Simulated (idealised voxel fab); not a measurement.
Documented hereafter: the process module known as voxel self aligned vias.
Xsec cut, 175 nm wide, square cell size 5 nm.
For the purposes of this document, a cross-section shall be understood as a grid of square cells, specified as bands listed in top-to-bottom order, each band consisting of one or more rows of cells. For a band, the entry starts with two heights in nm, that of the top and then that of the bottom, and carries on with the band's materials in order from left to right, each alongside its width in nm; the word "everywhere" beside a single material means it fills the band edge to edge, and "blank" means empty space. Measure heights from 0. That's the level where, below it, the as-received wafer is all one material. The lowest band is bottomless and extends downward; write it as in "z 0 and below". You'd read "30 to 40" like this: the band's top row of cells is as wide as the first number, its bottom row is as wide as the second, and going down, every row changes width by the same amount as the row before did. Where a step carries "all unchanged", the cross-section came out of it unchanged, cell for cell. Voids not open to the top, 8 cells minimum: see "Sealed voids". Written width x height at distance; distance is from the left edge; nm. On each step's line, the part that comes after the settings is the simulator's own comment on the step. For masked steps, "overlay nm" on the step line gives how far right of plan the mask actually lay; a minus sign means it lay to the left.
### The following list gives the planned process steps
1,RECEIVE (material Si)
2,CONFORMAL_DEP (material SiO2; thk nm 10)
3,CONFORMAL_DEP (material SiCN; thk nm 5)
4,DIRECTIONAL_DEP (material SiO2; thk nm 20)
5,DIRECTIONAL_DEP (material aC; thk nm 10)
6,PATTERN (tone open; mask id LINES; material resist; width nm 20; pitch nm 50; thk nm 25; overlay nm 0)
7,DIRECTIONAL_ETCH (etch materials aC; depth nm 10)
8,STRIP (etch materials resist)
9,DIRECTIONAL_ETCH (etch materials SiO2; depth nm 20)
10,STRIP (etch materials aC)
11,CONFORMAL_DEP (material TiN; thk nm 5)
12,FILL_DEP (material W; thk nm 5)
13,CMP (height nm 35)
14,SELECTIVE_ETCH (etch materials W Ru TiN; depth nm 5)
15,FILL_DEP (material SiN; thk nm 10)
16,CMP (height nm 35)
17,DIRECTIONAL_DEP (material SiO2; thk nm 15)
18,MASKED_ETCH (tone open; mask id VIAS; width nm 30; pitch nm 100; etch materials SiO2; depth nm 15; overlay nm 0)
19,MASKED_ETCH (tone open; mask id VIAS; width nm 30; pitch nm 100; etch materials SiN; depth nm 5; overlay nm 0)
20,CONFORMAL_DEP (material TiN; thk nm 5)
21,FILL_DEP (material Ru; thk nm 5)
22,CMP (height nm 50)
23,CONFORMAL_DEP (material SiCN; thk nm 5)
### as received, after step 1
- z 0 and below | Si everywhere
- Sealed voids: none
### End state of the module in cross-section, given the above starting point and plan and one mistake in execution
- z 55 to 50 | SiCN everywhere
- z 50 to 40 | Ru 15 nm, TiN 5 nm, SiO2 30 nm, TiN 5 nm, Ru 60 nm, TiN 5 nm, SiO2 30 nm, TiN 5 nm, Ru 20 nm
- z 40 to 35 | TiN 20 nm, SiO2 30 nm, TiN 70 nm, SiO2 30 nm, TiN 25 nm
- z 35 to 30 | SiO2 25 nm, SiN 20 nm, SiO2 30 nm, SiN 20 nm, SiO2 30 nm, SiN 20 nm, SiO2 30 nm
- z 30 to 20 | SiO2 25 nm, TiN 5 nm, W 10 nm, TiN 5 nm, SiO2 30 nm, TiN 5 nm, W 10 nm, TiN 5 nm, SiO2 30 nm, TiN 5 nm, W 10 nm, TiN 5 nm, SiO2 30 nm
- z 20 to 15 | SiO2 25 nm, TiN 20 nm, SiO2 30 nm, TiN 20 nm, SiO2 30 nm, TiN 20 nm, SiO2 30 nm
- z 15 to 10 | SiCN everywhere
- z 10 to 0 | SiO2 everywhere
- z 0 and below | Si everywhere
- Sealed voids: none
Deviation noted in wafer processing: step 18 deviated from plan and actually ran as MASKED_ETCH (tone cover; mask id VIAS; width nm 30; pitch nm 100; etch materials SiO2; depth nm 15; overlay nm 0)
